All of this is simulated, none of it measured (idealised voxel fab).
Herein follows the process module entitled voxel transistor to metal.
Section shown: cut. Width: 150 nm. Cell size: 5 nm, square.
Cross-section = grid of square cells, listed top down in bands; band = one or more rows.
Heights first: top, then bottom, in nm. Then materials, left to right, each with a width in nm. "throughout" on a single material: fills the band edge to edge. "empty": empty space.
Heights are measured from 0, the level below which the as-received wafer is all one material; the lowest band has no bottom and continues downward, written as in "0 nm and below".
The notation "30->40" denotes a width that varies across the rows of cells in the band, beginning at the first number in the top row, finishing at the second number in the bottom row, and changing by an identical amount from each row to the next.
The designation "nothing altered", where it is given for a processing step, indicates that no cell of the cross-section was altered in the course of that step.
Cavities, closed: empty space of 8 cells or more with no open way to the top, each as width x height at its distance from the left edge, in nm
Text after the settings on a step's line: the simulator's own remark on that step.
What "overlay nm" on a step's line means: if the step has a mask, that mask lay this far to the right of its planned place, or, when the value is negative, to the left.
Heads up before you read on: it's before/after pairs around one process step each, after side only down to the lowest band that changed, step plus settings under the pair. Pairs can be from different runs of this module, same starting wafer, so only chain a pair onto the one above if its "Pre-process state" entry says so.

**Pre-process state**
> 35 nm to 30 nm: 40 nm W, then 30 nm TiN, then 5 nm W, then 30 nm TiN, then 45 nm W
> 30 nm to 25 nm: 45 nm TiN, then 20 nm HfO2, then 5 nm TiN, then 5 nm W, then 5 nm TiN, then 20 nm HfO2, then 50 nm TiN
> 25 nm to 20 nm: 50 nm HfO2, then 10 nm SiN, then 5 nm HfO2, then 5 nm TiN, then 5 nm W, then 5 nm TiN, then 5 nm HfO2, then 10 nm SiN, then 55 nm HfO2
> 20 nm to 0 nm: 50 nm SiO2, then 10 nm SiN, then 5 nm HfO2, then 5 nm TiN, then 5 nm W, then 5 nm TiN, then 5 nm HfO2, then 10 nm SiN, then 55 nm SiO2
> 0 nm to -5 nm: 40 nm SiO2, then 10 nm pSi, then 10 nm SiN, then 5 nm HfO2, then 15 nm TiN, then 5 nm HfO2, then 10 nm SiN, then 10 nm pSi, then 45 nm SiO2
> -5 nm to -10 nm: 40 nm SiO2, then 10 nm pSi, then 5 nm SiO2, then 35 nm HfO2, then 5 nm SiO2, then 10 nm pSi, then 45 nm SiO2
> -10 nm to -20 nm: 20 nm SiO2, then 30 nm pSi, then 45 nm Si, then 30 nm pSi, then 25 nm SiO2
> -20 nm to -35 nm: 20 nm SiO2, then 105 nm Si, then 25 nm SiO2
> -35 nm and below: Si throughout
> Cavities, closed: none

**Section After Processing**
> 40 nm to 35 nm: TiN throughout
> Heights below 35 show no change.
> Cavities, closed: none
Step that separates the before view from the after view above: DIRECTIONAL_DEP with material TiN, thk nm 5

Pre-process state: The initial state for this step is given by the after cross-section of the immediately preceding pair.

**Section After Processing**
> 60 nm to 40 nm: W throughout
> Heights below 40 show no change.
> Cavities, closed: none
Step that separates the before view from the after view above: DIRECTIONAL_DEP with material W, thk nm 20

Pre-process state: The initial state for this step is given by the after cross-section of the immediately preceding pair.

**Section After Processing**
> 60 nm to 40 nm: 25 nm empty, then 20 nm W, then 55 nm empty, then 20 nm W, then 30 nm empty
> Heights below 40 show no change.
> Cavities, closed: none
Step that separates the before view from the after view above: MASKED_ETCH with tone cover, mask id METAL_1, width nm 20, pitch nm 75, etch materials W, depth nm 20, overlay nm 0

Pre-process state: The initial state for this step is given by the after cross-section of the immediately preceding pair.

**Section After Processing**
> 60 nm to 40 nm: 25 nm empty, then 20 nm W, then 55 nm empty, then 20 nm W, then 30 nm empty
> 40 nm to 35 nm: 25 nm empty, then 20 nm TiN, then 55 nm empty, then 20 nm TiN, then 30 nm empty
> Heights below 35 show no change.
> Cavities, closed: none
Step that separates the before view from the after view above: MASKED_ETCH with tone cover, mask id METAL_1, width nm 20, pitch nm 75, etch materials TiN, depth nm 5, overlay nm 0

Pre-process state: The initial state for this step is given by the after cross-section of the immediately preceding pair.

**Section After Processing**
> 65 nm to 60 nm: 20 nm empty, then 30 nm SiCN, then 45 nm empty, then 30 nm SiCN, then 25 nm empty
> 60 nm to 40 nm: 20 nm empty, then 5 nm SiCN, then 20 nm W, then 5 nm SiCN, then 45 nm empty, then 5 nm SiCN, then 20 nm W, then 5 nm SiCN, then 25 nm empty
> 40 nm to 35 nm: 25 nm SiCN, then 20 nm TiN, then 55 nm SiCN, then 20 nm TiN, then 30 nm SiCN
> Heights below 35 show no change.
> Cavities, closed: none
Step that separates the before view from the after view above: CONFORMAL_DEP with material SiCN, thk nm 5

Pre-process state: The initial state for this step is given by the after cross-section of the immediately preceding pair.

**Section After Processing**
> 70 nm to 65 nm: SiO2 throughout
> 65 nm to 60 nm: 20 nm SiO2, then 30 nm SiCN, then 45 nm SiO2, then 30 nm SiCN, then 25 nm SiO2
> 60 nm to 40 nm: 20 nm SiO2, then 5 nm SiCN, then 20 nm W, then 5 nm SiCN, then 45 nm SiO2, then 5 nm SiCN, then 20 nm W, then 5 nm SiCN, then 25 nm SiO2
> Heights below 40 show no change.
> Cavities, closed: none
Step that separates the before view from the after view above: FILL_DEP with material SiO2, thk nm 5

Pre-process state: The initial state for this step is given by the after cross-section of the immediately preceding pair.

**Section After Processing**
> 60 nm to 40 nm: 20 nm SiO2, then 5 nm SiCN, then 20 nm W, then 5 nm SiCN, then 45 nm SiO2, then 5 nm SiCN, then 20 nm W, then 5 nm SiCN, then 25 nm SiO2
> Heights below 40 show no change.
> Cavities, closed: none
Step that separates the before view from the after view above: CMP with height nm 60

Pre-process state: The initial state for this step is given by the after cross-section of the immediately preceding pair.

**Section After Processing**
> 65 nm to 60 nm: SiCN throughout
> Heights below 60 show no change.
> Cavities, closed: none
Step that separates the before view from the after view above: CONFORMAL_DEP with material SiCN, thk nm 5

**Pre-process state**
> 15 nm to 0 nm: 20 nm empty, then 105 nm SiN, then 25 nm empty
> 0 nm to -5 nm: SiO2 throughout
> -5 nm to -35 nm: 20 nm SiO2, then 105 nm Si, then 25 nm SiO2
> -35 nm and below: Si throughout
> Cavities, closed: none

**Section After Processing**
> 15 nm to 0 nm: 20 nm empty, then 105 nm SiN, then 25 nm empty
> 0 nm to -5 nm: 35 nm empty, then 75 nm SiO2, then 40 nm empty
> -5 nm to -15 nm: 20 nm empty, then 105 nm Si, then 25 nm empty
> Heights below -15 show no change.
> Cavities, closed: none
Step that separates the before view from the after view above: SELECTIVE_ETCH with etch materials SiO2, depth nm 15

Pre-process state: The initial state for this step is given by the after cross-section of the immediately preceding pair.

**Section After Processing**
> 0 nm to -5 nm: 35 nm empty, then 75 nm SiO2, then 40 nm empty
> Heights below -5 show no change.
> Cavities, closed: none
Step that separates the before view from the after view above: STRIP with etch materials SiN

Pre-process state: The initial state for this step is given by the after cross-section of the immediately preceding pair.

**Section After Processing**
> -5 nm to -20 nm: 20 nm empty, then 105 nm Si, then 25 nm empty
> Heights below -20 show no change.
> Cavities, closed: none
Step that separates the before view from the after view above: SELECTIVE_ETCH with etch materials SiO2, depth nm 5

Pre-process state: The initial state for this step is given by the after cross-section of the immediately preceding pair.

**Section After Processing**
> -5 nm to -10 nm: 20 nm empty, then 105 nm SiO2, then 25 nm empty
> -10 nm to -20 nm: 20 nm empty, then 5 nm SiO2, then 95 nm Si, then 5 nm SiO2, then 25 nm empty
> -20 nm to -25 nm: 25 nm SiO2, then 95 nm Si, then 30 nm SiO2
> Heights below -25 show no change.
> Cavities, closed: none
Step that separates the before view from the after view above: OXIDIZE with depth nm 5

Pre-process state: The initial state for this step is given by the after cross-section of the immediately preceding pair.

**Section After Processing**
> 25 nm to 10 nm: 20 nm empty, then 105 nm polySi, then 25 nm empty
> 10 nm to -5 nm: polySi throughout
> -5 nm to -10 nm: 20 nm polySi, then 105 nm SiO2, then 25 nm polySi
> -10 nm to -20 nm: 20 nm polySi, then 5 nm SiO2, then 95 nm Si, then 5 nm SiO2, then 25 nm polySi
> Heights below -20 show no change.
> Cavities, closed: none
Step that separates the before view from the after view above: DIRECTIONAL_DEP with material polySi, thk nm 30

Pre-process state: The initial state for this step is given by the after cross-section of the immediately preceding pair.

**Section After Processing**
> 40 nm to 25 nm: 20 nm empty, then 105 nm SiCN, then 25 nm empty
> 25 nm to 10 nm: 20 nm SiCN, then 105 nm polySi, then 25 nm SiCN
> Heights below 10 show no change.
> Cavities, closed: none
Step that separates the before view from the after view above: DIRECTIONAL_DEP with material SiCN, thk nm 15

Pre-process state: The initial state for this step is given by the after cross-section of the immediately preceding pair.

**Section After Processing**
> 50 nm to 40 nm: 20 nm empty, then 105 nm aC, then 25 nm empty
> 40 nm to 35 nm: 20 nm empty, then 105 nm SiCN, then 25 nm empty
> 35 nm to 25 nm: 20 nm aC, then 105 nm SiCN, then 25 nm aC
> Heights below 25 show no change.
> Cavities, closed: none
Step that separates the before view from the after view above: DIRECTIONAL_DEP with material aC, thk nm 10

Pre-process state: The initial state for this step is given by the after cross-section of the immediately preceding pair.

**Section After Processing**
> 75 nm to 50 nm: 60 nm empty, then 25 nm resist, then 65 nm empty
> Heights below 50 show no change.
> Cavities, closed: none
Step that separates the before view from the after view above: PATTERN with tone cover, mask id GATE, material resist, width nm 25, thk nm 25, overlay nm 0

Pre-process state: The initial state for this step is given by the after cross-section of the immediately preceding pair.

**Section After Processing**
> 65 nm to 50 nm: 60 nm empty, then 25 nm resist, then 65 nm empty
> 50 nm to 40 nm: 60 nm empty, then 25 nm aC, then 65 nm empty
> 40 nm to 25 nm: 20 nm empty, then 105 nm SiCN, then 25 nm empty
> Heights below 25 show no change.
> Cavities, closed: none
Step that separates the before view from the after view above: DIRECTIONAL_ETCH with etch materials aC, depth nm 10

Pre-process state: The initial state for this step is given by the after cross-section of the immediately preceding pair.

**Section After Processing**
> 50 nm to 40 nm: 60 nm empty, then 25 nm aC, then 65 nm empty
> Heights below 40 show no change.
> Cavities, closed: none
Step that separates the before view from the after view above: STRIP with etch materials resist

Pre-process state: The initial state for this step is given by the after cross-section of the immediately preceding pair.

**Section After Processing**
> 50 nm to 40 nm: 60 nm empty, then 25 nm aC, then 65 nm empty
> 40 nm to 25 nm: 60 nm empty, then 25 nm SiCN, then 65 nm empty
> 25 nm to 10 nm: 20 nm empty, then 105 nm polySi, then 25 nm empty
> Heights below 10 show no change.
> Cavities, closed: none
Step that separates the before view from the after view above: DIRECTIONAL_ETCH with etch materials SiCN, depth nm 25

Pre-process state: The initial state for this step is given by the after cross-section of the immediately preceding pair.

**Section After Processing**
> 50 nm to 40 nm: 60 nm empty, then 25 nm aC, then 65 nm empty
> 40 nm to 25 nm: 60 nm empty, then 25 nm SiCN, then 65 nm empty
> 25 nm to -5 nm: 60 nm empty, then 25 nm polySi, then 65 nm empty
> -5 nm to -10 nm: 20 nm empty, then 105 nm SiO2, then 25 nm empty
> -10 nm to -20 nm: 20 nm empty, then 5 nm SiO2, then 95 nm Si, then 5 nm SiO2, then 25 nm empty
> Heights below -20 show no change.
> Cavities, closed: none
Step that separates the before view from the after view above: DIRECTIONAL_ETCH with etch materials polySi, depth nm 40

Pre-process state: The initial state for this step is given by the after cross-section of the immediately preceding pair.

**Section After Processing**
> 40 nm to 25 nm: 60 nm empty, then 25 nm SiCN, then 65 nm empty
> Heights below 25 show no change.
> Cavities, closed: none
Step that separates the before view from the after view above: STRIP with etch materials aC

Pre-process state: The initial state for this step is given by the after cross-section of the immediately preceding pair.

**Section After Processing**
> 50 nm to 40 nm: 50 nm empty, then 45 nm SiN, then 55 nm empty
> 40 nm to 25 nm: 50 nm empty, then 10 nm SiN, then 25 nm SiCN, then 10 nm SiN, then 55 nm empty
> 25 nm to 5 nm: 50 nm empty, then 10 nm SiN, then 25 nm polySi, then 10 nm SiN, then 55 nm empty
> 5 nm to -5 nm: 10 nm empty, then 50 nm SiN, then 25 nm polySi, then 50 nm SiN, then 15 nm empty
> -5 nm to -10 nm: 10 nm empty, then 10 nm SiN, then 105 nm SiO2, then 10 nm SiN, then 15 nm empty
> -10 nm to -20 nm: 20 nm SiN, then 5 nm SiO2, then 95 nm Si, then 5 nm SiO2, then 25 nm SiN
> Heights below -20 show no change.
> Cavities, closed: none
Step that separates the before view from the after view above: CONFORMAL_DEP with material SiN, thk nm 10

Pre-process state: The initial state for this step is given by the after cross-section of the immediately preceding pair.

**Section After Processing**
> 40 nm to 25 nm: 50 nm empty, then 10 nm SiN, then 25 nm SiCN, then 10 nm SiN, then 55 nm empty
> 25 nm to -5 nm: 50 nm empty, then 10 nm SiN, then 25 nm polySi, then 10 nm SiN, then 55 nm empty
> -5 nm to -10 nm: 10 nm empty, then 10 nm SiN, then 105 nm SiO2, then 10 nm SiN, then 15 nm empty
> -10 nm to -20 nm: 10 nm empty, then 10 nm SiN, then 5 nm SiO2, then 95 nm Si, then 5 nm SiO2, then 10 nm SiN, then 15 nm empty
> Heights below -20 show no change.
> Cavities, closed: none
Step that separates the before view from the after view above: DIRECTIONAL_ETCH with etch materials SiN, depth nm 10

Pre-process state: The initial state for this step is given by the after cross-section of the immediately preceding pair.

**Section After Processing**
> 40 nm to 25 nm: 50 nm empty, then 10 nm SiN, then 25 nm SiCN, then 10 nm SiN, then 55 nm empty
> 25 nm to -5 nm: 50 nm empty, then 10 nm SiN, then 25 nm polySi, then 10 nm SiN, then 55 nm empty
> -5 nm to -10 nm: 10 nm empty, then 10 nm SiN, then 30 nm empty, then 45 nm SiO2, then 30 nm empty, then 10 nm SiN, then 15 nm empty
> -10 nm to -20 nm: 10 nm empty, then 10 nm SiN, then 5 nm SiO2, then 95 nm Si, then 5 nm SiO2, then 10 nm SiN, then 15 nm empty
> -20 nm to -25 nm: 10 nm empty, then 15 nm SiO2, then 95 nm Si, then 15 nm SiO2, then 15 nm empty
> Heights below -25 show no change.
> Cavities, closed: none
Step that separates the before view from the after view above: DIRECTIONAL_ETCH with etch materials SiO2, depth nm 5

Pre-process state: The initial state for this step is given by the after cross-section of the immediately preceding pair.

**Section After Processing**
> 40 nm to 25 nm: 50 nm empty, then 10 nm SiN, then 25 nm SiCN, then 10 nm SiN, then 55 nm empty
> 25 nm to -5 nm: 50 nm empty, then 10 nm SiN, then 25 nm polySi, then 10 nm SiN, then 55 nm empty
> -5 nm to -10 nm: 10 nm empty, then 10 nm SiN, then 30 nm empty, then 45 nm SiO2, then 30 nm empty, then 10 nm SiN, then 15 nm empty
> -10 nm to -20 nm: 10 nm empty, then 10 nm SiN, then 5 nm SiO2, then 25 nm empty, then 45 nm Si, then 25 nm empty, then 5 nm SiO2, then 10 nm SiN, then 15 nm empty
> Heights below -20 show no change.
> Cavities, closed: none
Step that separates the before view from the after view above: DIRECTIONAL_ETCH with etch materials Si, depth nm 10

Pre-process state: The initial state for this step is given by the after cross-section of the immediately preceding pair.

**Section After Processing**
> 40 nm to 25 nm: 50 nm empty, then 10 nm SiN, then 25 nm SiCN, then 10 nm SiN, then 55 nm empty
> 25 nm to 0 nm: 50 nm empty, then 10 nm SiN, then 25 nm polySi, then 10 nm SiN, then 55 nm empty
> 0 nm to -5 nm: 40 nm empty, then 10 nm pSi, then 10 nm SiN, then 25 nm polySi, then 10 nm SiN, then 10 nm pSi, then 45 nm empty
> -5 nm to -10 nm: 10 nm empty, then 10 nm SiN, then 20 nm empty, then 10 nm pSi, then 45 nm SiO2, then 10 nm pSi, then 20 nm empty, then 10 nm SiN, then 15 nm empty
> -10 nm to -20 nm: 10 nm empty, then 10 nm SiN, then 5 nm SiO2, then 25 nm pSi, then 45 nm Si, then 25 nm pSi, then 5 nm SiO2, then 10 nm SiN, then 15 nm empty
> Heights below -20 show no change.
> Cavities, closed: none
Step that separates the before view from the after view above: EPI with material pSi, thk nm 10

Pre-process state: The initial state for this step is given by the after cross-section of the immediately preceding pair.

**Section After Processing**
> 45 nm to 40 nm: SiO2 throughout
> 40 nm to 25 nm: 50 nm SiO2, then 10 nm SiN, then 25 nm SiCN, then 10 nm SiN, then 55 nm SiO2
> 25 nm to 0 nm: 50 nm SiO2, then 10 nm SiN, then 25 nm polySi, then 10 nm SiN, then 55 nm SiO2
> 0 nm to -5 nm: 40 nm SiO2, then 10 nm pSi, then 10 nm SiN, then 25 nm polySi, then 10 nm SiN, then 10 nm pSi, then 45 nm SiO2
> -5 nm to -10 nm: 10 nm SiO2, then 10 nm SiN, then 20 nm SiO2, then 10 nm pSi, then 45 nm SiO2, then 10 nm pSi, then 20 nm SiO2, then 10 nm SiN, then 15 nm SiO2
> -10 nm to -20 nm: 10 nm SiO2, then 10 nm SiN, then 5 nm SiO2, then 25 nm pSi, then 45 nm Si, then 25 nm pSi, then 5 nm SiO2, then 10 nm SiN, then 15 nm SiO2
> -20 nm to -25 nm: 25 nm SiO2, then 95 nm Si, then 30 nm SiO2
> Heights below -25 show no change.
> Cavities, closed: none
Step that separates the before view from the after view above: FILL_DEP with material SiO2, thk nm 5

Pre-process state: The initial state for this step is given by the after cross-section of the immediately preceding pair.

**Section After Processing**
> 25 nm to 0 nm: 50 nm SiO2, then 10 nm SiN, then 25 nm polySi, then 10 nm SiN, then 55 nm SiO2
> Heights below 0 show no change.
> Cavities, closed: none
Step that separates the before view from the after view above: CMP with height nm 25

Pre-process state: The initial state for this step is given by the after cross-section of the immediately preceding pair.

**Section After Processing**
> 25 nm to 0 nm: 50 nm SiO2, then 10 nm SiN, then 25 nm empty, then 10 nm SiN, then 55 nm SiO2
> 0 nm to -5 nm: 40 nm SiO2, then 10 nm pSi, then 10 nm SiN, then 25 nm empty, then 10 nm SiN, then 10 nm pSi, then 45 nm SiO2
> Heights below -5 show no change.
> Cavities, closed: none
Step that separates the before view from the after view above: STRIP with etch materials polySi

Pre-process state: The initial state for this step is given by the after cross-section of the immediately preceding pair.

**Section After Processing**
> 25 nm to 20 nm: 50 nm empty, then 10 nm SiN, then 25 nm empty, then 10 nm SiN, then 55 nm empty
> 20 nm to 0 nm: 50 nm SiO2, then 10 nm SiN, then 25 nm empty, then 10 nm SiN, then 55 nm SiO2
> 0 nm to -5 nm: 40 nm SiO2, then 10 nm pSi, then 10 nm SiN, then 25 nm empty, then 10 nm SiN, then 10 nm pSi, then 45 nm SiO2
> -5 nm to -10 nm: 10 nm SiO2, then 10 nm SiN, then 20 nm SiO2, then 10 nm pSi, then 5 nm SiO2, then 35 nm empty, then 5 nm SiO2, then 10 nm pSi, then 20 nm SiO2, then 10 nm SiN, then 15 nm SiO2
> Heights below -10 show no change.
> Cavities, closed: none
Step that separates the before view from the after view above: SELECTIVE_ETCH with etch materials SiO2, depth nm 5

Pre-process state: The initial state for this step is given by the after cross-section of the immediately preceding pair.

**Section After Processing**
> 30 nm to 25 nm: 45 nm empty, then 20 nm HfO2, then 15 nm empty, then 20 nm HfO2, then 50 nm empty
> 25 nm to 20 nm: 50 nm HfO2, then 10 nm SiN, then 5 nm HfO2, then 15 nm empty, then 5 nm HfO2, then 10 nm SiN, then 55 nm HfO2
> 20 nm to 0 nm: 50 nm SiO2, then 10 nm SiN, then 5 nm HfO2, then 15 nm empty, then 5 nm HfO2, then 10 nm SiN, then 55 nm SiO2
> 0 nm to -5 nm: 40 nm SiO2, then 10 nm pSi, then 10 nm SiN, then 5 nm HfO2, then 15 nm empty, then 5 nm HfO2, then 10 nm SiN, then 10 nm pSi, then 45 nm SiO2
> -5 nm to -10 nm: 10 nm SiO2, then 10 nm SiN, then 20 nm SiO2, then 10 nm pSi, then 5 nm SiO2, then 35 nm HfO2, then 5 nm SiO2, then 10 nm pSi, then 20 nm SiO2, then 10 nm SiN, then 15 nm SiO2
> Heights below -10 show no change.
> Cavities, closed: none
Step that separates the before view from the after view above: CONFORMAL_DEP with material HfO2, thk nm 5

Pre-process state: The initial state for this step is given by the after cross-section of the immediately preceding pair.

**Section After Processing**
> 35 nm to 30 nm: 40 nm empty, then 30 nm TiN, then 5 nm empty, then 30 nm TiN, then 45 nm empty
> 30 nm to 25 nm: 45 nm TiN, then 20 nm HfO2, then 5 nm TiN, then 5 nm empty, then 5 nm TiN, then 20 nm HfO2, then 50 nm TiN
> 25 nm to 20 nm: 50 nm HfO2, then 10 nm SiN, then 5 nm HfO2, then 5 nm TiN, then 5 nm empty, then 5 nm TiN, then 5 nm HfO2, then 10 nm SiN, then 55 nm HfO2
> 20 nm to 0 nm: 50 nm SiO2, then 10 nm SiN, then 5 nm HfO2, then 5 nm TiN, then 5 nm empty, then 5 nm TiN, then 5 nm HfO2, then 10 nm SiN, then 55 nm SiO2
> 0 nm to -5 nm: 40 nm SiO2, then 10 nm pSi, then 10 nm SiN, then 5 nm HfO2, then 15 nm TiN, then 5 nm HfO2, then 10 nm SiN, then 10 nm pSi, then 45 nm SiO2
> Heights below -5 show no change.
> Cavities, closed: none
Step that separates the before view from the after view above: CONFORMAL_DEP with material TiN, thk nm 5

Pre-process state: The initial state for this step is given by the after cross-section of the immediately preceding pair.

**Section After Processing**
> 40 nm to 35 nm: W throughout
> 35 nm to 30 nm: 40 nm W, then 30 nm TiN, then 5 nm W, then 30 nm TiN, then 45 nm W
> 30 nm to 25 nm: 45 nm TiN, then 20 nm HfO2, then 5 nm TiN, then 5 nm W, then 5 nm TiN, then 20 nm HfO2, then 50 nm TiN
> 25 nm to 20 nm: 50 nm HfO2, then 10 nm SiN, then 5 nm HfO2, then 5 nm TiN, then 5 nm W, then 5 nm TiN, then 5 nm HfO2, then 10 nm SiN, then 55 nm HfO2
> 20 nm to 0 nm: 50 nm SiO2, then 10 nm SiN, then 5 nm HfO2, then 5 nm TiN, then 5 nm W, then 5 nm TiN, then 5 nm HfO2, then 10 nm SiN, then 55 nm SiO2
> Heights below 0 show no change.
> Cavities, closed: none
Step that separates the before view from the after view above: FILL_DEP with material W, thk nm 5

Pre-process state: The initial state for this step is given by the after cross-section of the immediately preceding pair.

**Section After Processing**
> 20 nm to 0 nm: 50 nm SiO2, then 10 nm SiN, then 5 nm HfO2, then 5 nm TiN, then 5 nm W, then 5 nm TiN, then 5 nm HfO2, then 10 nm SiN, then 55 nm SiO2
> Heights below 0 show no change.
> Cavities, closed: none
Step that separates the before view from the after view above: CMP with height nm 20

Pre-process state: The initial state for this step is given by the after cross-section of the immediately preceding pair.

**Section After Processing**
> 35 nm to 20 nm: SiO2 throughout
> Heights below 20 show no change.
> Cavities, closed: none
Step that separates the before view from the after view above: DIRECTIONAL_DEP with material SiO2, thk nm 15

Pre-process state: The initial state for this step is given by the after cross-section of the immediately preceding pair.

**Section After Processing**
> 35 nm to 20 nm: 25 nm SiO2, then 20 nm empty, then 55 nm SiO2, then 20 nm empty, then 30 nm SiO2
> 20 nm to 0 nm: 25 nm SiO2, then 20 nm empty, then 5 nm SiO2, then 10 nm SiN, then 5 nm HfO2, then 5 nm TiN, then 5 nm W, then 5 nm TiN, then 5 nm HfO2, then 10 nm SiN, then 5 nm SiO2, then 20 nm empty, then 30 nm SiO2
> 0 nm to -5 nm: 25 nm SiO2, then 15 nm empty, then 10 nm pSi, then 10 nm SiN, then 5 nm HfO2, then 15 nm TiN, then 5 nm HfO2, then 10 nm SiN, then 10 nm pSi, then 15 nm empty, then 30 nm SiO2
> -5 nm to -10 nm: 10 nm SiO2, then 10 nm SiN, then 5 nm SiO2, then 15 nm empty, then 10 nm pSi, then 5 nm SiO2, then 35 nm HfO2, then 5 nm SiO2, then 10 nm pSi, then 15 nm empty, then 5 nm SiO2, then 10 nm SiN, then 15 nm SiO2
> Heights below -10 show no change.
> Cavities, closed: none
Step that separates the before view from the after view above: MASKED_ETCH with tone open, mask id CONTACT, width nm 20, pitch nm 75, etch materials SiO2, depth nm 45, overlay nm 0

Pre-process state: The initial state for this step is given by the after cross-section of the immediately preceding pair.

**Section After Processing**
> 40 nm to 35 nm: 30 nm TiN, then 10 nm empty, then 65 nm TiN, then 10 nm empty, then 35 nm TiN
> 35 nm to 20 nm: 25 nm SiO2, then 5 nm TiN, then 10 nm empty, then 5 nm TiN, then 55 nm SiO2, then 5 nm TiN, then 10 nm empty, then 5 nm TiN, then 30 nm SiO2
> 20 nm to 5 nm: 25 nm SiO2, then 5 nm TiN, then 10 nm empty, then 5 nm TiN, then 5 nm SiO2, then 10 nm SiN, then 5 nm HfO2, then 5 nm TiN, then 5 nm W, then 5 nm TiN, then 5 nm HfO2, then 10 nm SiN, then 5 nm SiO2, then 5 nm TiN, then 10 nm empty, then 5 nm TiN, then 30 nm SiO2
> 5 nm to 0 nm: 25 nm SiO2, then 5 nm TiN, then 5 nm empty, then 10 nm TiN, then 5 nm SiO2, then 10 nm SiN, then 5 nm HfO2, then 5 nm TiN, then 5 nm W, then 5 nm TiN, then 5 nm HfO2, then 10 nm SiN, then 5 nm SiO2, then 10 nm TiN, then 5 nm empty, then 5 nm TiN, then 30 nm SiO2
> 0 nm to -5 nm: 25 nm SiO2, then 5 nm TiN, then 5 nm empty, then 5 nm TiN, then 10 nm pSi, then 10 nm SiN, then 5 nm HfO2, then 15 nm TiN, then 5 nm HfO2, then 10 nm SiN, then 10 nm pSi, then 5 nm TiN, then 5 nm empty, then 5 nm TiN, then 30 nm SiO2
> -5 nm to -10 nm: 10 nm SiO2, then 10 nm SiN, then 5 nm SiO2, then 15 nm TiN, then 10 nm pSi, then 5 nm SiO2, then 35 nm HfO2, then 5 nm SiO2, then 10 nm pSi, then 15 nm TiN, then 5 nm SiO2, then 10 nm SiN, then 15 nm SiO2
> Heights below -10 show no change.
> Cavities, closed: none
Step that separates the before view from the after view above: CONFORMAL_DEP with material TiN, thk nm 5

Pre-process state: The initial state for this step is given by the after cross-section of the immediately preceding pair.

**Section After Processing**
> 45 nm to 40 nm: W throughout
> 40 nm to 35 nm: 30 nm TiN, then 10 nm W, then 65 nm TiN, then 10 nm W, then 35 nm TiN
> 35 nm to 20 nm: 25 nm SiO2, then 5 nm TiN, then 10 nm W, then 5 nm TiN, then 55 nm SiO2, then 5 nm TiN, then 10 nm W, then 5 nm TiN, then 30 nm SiO2
> 20 nm to 5 nm: 25 nm SiO2, then 5 nm TiN, then 10 nm W, then 5 nm TiN, then 5 nm SiO2, then 10 nm SiN, then 5 nm HfO2, then 5 nm TiN, then 5 nm W, then 5 nm TiN, then 5 nm HfO2, then 10 nm SiN, then 5 nm SiO2, then 5 nm TiN, then 10 nm W, then 5 nm TiN, then 30 nm SiO2
> 5 nm to 0 nm: 25 nm SiO2, then 5 nm TiN, then 5 nm W, then 10 nm TiN, then 5 nm SiO2, then 10 nm SiN, then 5 nm HfO2, then 5 nm TiN, then 5 nm W, then 5 nm TiN, then 5 nm HfO2, then 10 nm SiN, then 5 nm SiO2, then 10 nm TiN, then 5 nm W, then 5 nm TiN, then 30 nm SiO2
> 0 nm to -5 nm: 25 nm SiO2, then 5 nm TiN, then 5 nm W, then 5 nm TiN, then 10 nm pSi, then 10 nm SiN, then 5 nm HfO2, then 15 nm TiN, then 5 nm HfO2, then 10 nm SiN, then 10 nm pSi, then 5 nm TiN, then 5 nm W, then 5 nm TiN, then 30 nm SiO2
> Heights below -5 show no change.
> Cavities, closed: none
Step that separates the before view from the after view above: FILL_DEP with material W, thk nm 5

Pre-process state: The initial state for this step is given by the after cross-section of the immediately preceding pair.

**Section After Processing**
> 35 nm to 20 nm: 25 nm SiO2, then 5 nm TiN, then 10 nm W, then 5 nm TiN, then 55 nm SiO2, then 5 nm TiN, then 10 nm W, then 5 nm TiN, then 30 nm SiO2
> Heights below 20 show no change.
> Cavities, closed: none
Step that separates the before view from the after view above: CMP with height nm 35

Pre-process state: The initial state for this step is given by the after cross-section of the immediately preceding pair.

**Section After Processing**
> 40 nm to 35 nm: TiN throughout
> Heights below 35 show no change.
> Cavities, closed: none
Step that separates the before view from the after view above: DIRECTIONAL_DEP with material TiN, thk nm 5

Pre-process state: The initial state for this step is given by the after cross-section of the immediately preceding pair.

**Section After Processing**
> 60 nm to 40 nm: W throughout
> Heights below 40 show no change.
> Cavities, closed: none
Step that separates the before view from the after view above: DIRECTIONAL_DEP with material W, thk nm 20

Pre-process state: The initial state for this step is given by the after cross-section of the immediately preceding pair.

**Section After Processing**
> 60 nm to 40 nm: 25 nm empty, then 20 nm W, then 55 nm empty, then 20 nm W, then 30 nm empty
> Heights below 40 show no change.
> Cavities, closed: none
Step that separates the before view from the after view above: MASKED_ETCH with tone cover, mask id METAL_1, width nm 20, pitch nm 75, etch materials W, depth nm 20, overlay nm 0

Pre-process state: The initial state for this step is given by the after cross-section of the immediately preceding pair.

**Section After Processing**
> 60 nm to 40 nm: 25 nm empty, then 20 nm W, then 55 nm empty, then 20 nm W, then 30 nm empty
> 40 nm to 35 nm: 25 nm empty, then 20 nm TiN, then 55 nm empty, then 20 nm TiN, then 30 nm empty
> Heights below 35 show no change.
> Cavities, closed: none
Step that separates the before view from the after view above: MASKED_ETCH with tone cover, mask id METAL_1, width nm 20, pitch nm 75, etch materials TiN, depth nm 5, overlay nm 0

Pre-process state: The initial state for this step is given by the after cross-section of the immediately preceding pair.

**Section After Processing**
> 65 nm to 60 nm: 20 nm empty, then 30 nm SiCN, then 45 nm empty, then 30 nm SiCN, then 25 nm empty
> 60 nm to 40 nm: 20 nm empty, then 5 nm SiCN, then 20 nm W, then 5 nm SiCN, then 45 nm empty, then 5 nm SiCN, then 20 nm W, then 5 nm SiCN, then 25 nm empty
> 40 nm to 35 nm: 25 nm SiCN, then 20 nm TiN, then 55 nm SiCN, then 20 nm TiN, then 30 nm SiCN
> Heights below 35 show no change.
> Cavities, closed: none
Step that separates the before view from the after view above: CONFORMAL_DEP with material SiCN, thk nm 5

Pre-process state: The initial state for this step is given by the after cross-section of the immediately preceding pair.

**Section After Processing**
> 70 nm to 65 nm: SiO2 throughout
> 65 nm to 60 nm: 20 nm SiO2, then 30 nm SiCN, then 45 nm SiO2, then 30 nm SiCN, then 25 nm SiO2
> 60 nm to 40 nm: 20 nm SiO2, then 5 nm SiCN, then 20 nm W, then 5 nm SiCN, then 45 nm SiO2, then 5 nm SiCN, then 20 nm W, then 5 nm SiCN, then 25 nm SiO2
> Heights below 40 show no change.
> Cavities, closed: none
Step that separates the before view from the after view above: FILL_DEP with material SiO2, thk nm 5
